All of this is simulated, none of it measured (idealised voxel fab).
Module name: voxel self aligned contacts (process module)
We display cut, a cross-section 300 nm in width whose square cells are each 5 nm.
A cross-section in this document is a grid of square cells, and it is written down as bands, the top band listed before the ones below it; a band is made up of one or more rows of cells.
Within each band entry, the heights of the top and of the bottom of the band appear first, in that order and in nm; the materials of the band then follow from left to right, each with its corresponding width in nm. The designation "everywhere" on a single material indicates that it fills the band from edge to edge; the designation "empty" indicates empty space.
Height datum 0, below which the as-received substrate wafer is one material. Lowest band open at the bottom, running downward: "z 0 and below".
A width given as "30 to 40" starts at the first number in the band's top row and ends at the second number in its bottom row, shifting by an equal amount at every step from row to row.
For the purposes of this document, the phrase "identical to before" attached to a step denotes that no cell within the cross-section was modified by that step.
Empty spaces without an open route to the top, at least 8 cells in extent, make up the entry "Sealed internal cavities"; each is given as width x height at distance, where the distance is measured from the left edge, and all are in nm.
It should be noted that, on the line of a given step, the content following the step's settings is a remark produced by the simulator itself with respect to that step.
The setting "overlay nm" may be written on the line of a step. When the step uses a mask, the value reports how far to the right of the planned place the mask lay, and a negative value reports that it lay to the left.
List of planned process steps:
- 1: RECEIVE: material Si
- 2: OXIDIZE: depth nm 5
- 3: DIRECTIONAL_DEP: material polySi, thk nm 20
- 4: DIRECTIONAL_DEP: material SiN, thk nm 15
- 5: MASKED_ETCH: tone cover, mask id GATE, width nm 25, pitch nm 60, etch materials SiN, depth nm 15, overlay nm 0
- 6: MASKED_ETCH: tone cover, mask id GATE, width nm 25, pitch nm 60, etch materials polySi, depth nm 20, overlay nm 0
- 7: CONFORMAL_DEP: material SiN, thk nm 5
- 8: DIRECTIONAL_ETCH: etch materials SiN, depth nm 5
- 9: FILL_DEP: material SiO2, thk nm 15
- 10: CMP: height nm 40
- 11: DIRECTIONAL_DEP: material aC, thk nm 10
- 12: PATTERN: tone open, mask id CONTACT, material resist, width nm 45, thk nm 30, overlay nm 0
- 13: DIRECTIONAL_ETCH: etch materials aC, depth nm 10
- 14: STRIP: etch materials resist
- 15: DIRECTIONAL_ETCH: etch materials SiO2, depth nm 45
- 16: STRIP: etch materials aC
- 17: CONFORMAL_DEP: material TiN, thk nm 5
- 18: FILL_DEP: material Ru, thk nm 5
- 19: CMP: height nm 40
- 20: CONFORMAL_DEP: material SiN, thk nm 5
Step 1 complete: cross-section of the wafer as received:
* z 0 and below = Si everywhere
* Sealed internal cavities: none
Run as planned - first of the two wafers cross-sectioned at the end of the module:
* z 45 to 40 = SiN everywhere
* z 40 to 35 = SiO2 125 nm | TiN 15 nm | Ru 15 nm | TiN 15 nm | SiO2 130 nm
* z 35 to 20 = SiO2 100 nm | SiN 35 nm | TiN 5 nm | Ru 15 nm | TiN 5 nm | SiN 35 nm | SiO2 105 nm
* z 20 to 0 = SiO2 100 nm | SiN 5 nm | polySi 25 nm | SiN 5 nm | TiN 5 nm | Ru 15 nm | TiN 5 nm | SiN 5 nm | polySi 25 nm | SiN 5 nm | SiO2 105 nm
* z 0 to -5 = SiO2 135 nm | TiN 25 nm | SiO2 140 nm
* z -5 and below = Si everywhere
* Sealed internal cavities: none
Here's the second of our two wafers sectioned at module end. Same start as the first, same plan, but one mistake got made running it:
* z 45 to 40 = SiN everywhere
* z 40 to 35 = SiO2 125 nm | TiN 45 nm | SiO2 130 nm
* z 35 to 20 = SiN 110 nm | SiO2 15 nm | SiN 45 nm | SiO2 15 nm | SiN 115 nm
* z 20 to 0 = polySi everywhere
* z 0 to -5 = SiO2 everywhere
* z -5 and below = Si everywhere
* Sealed internal cavities: none
Short version of what went wrong: step 5 deviated from plan and actually ran as MASKED_ETCH: tone open, mask id GATE, width nm 25, pitch nm 60, etch materials SiN, depth nm 15, overlay nm 0
Final difference in cells, second wafer against first, listed per material as more or fewer: -24 Ru; +104 SiN; -264 SiO2; -16 TiN; +200 polySi
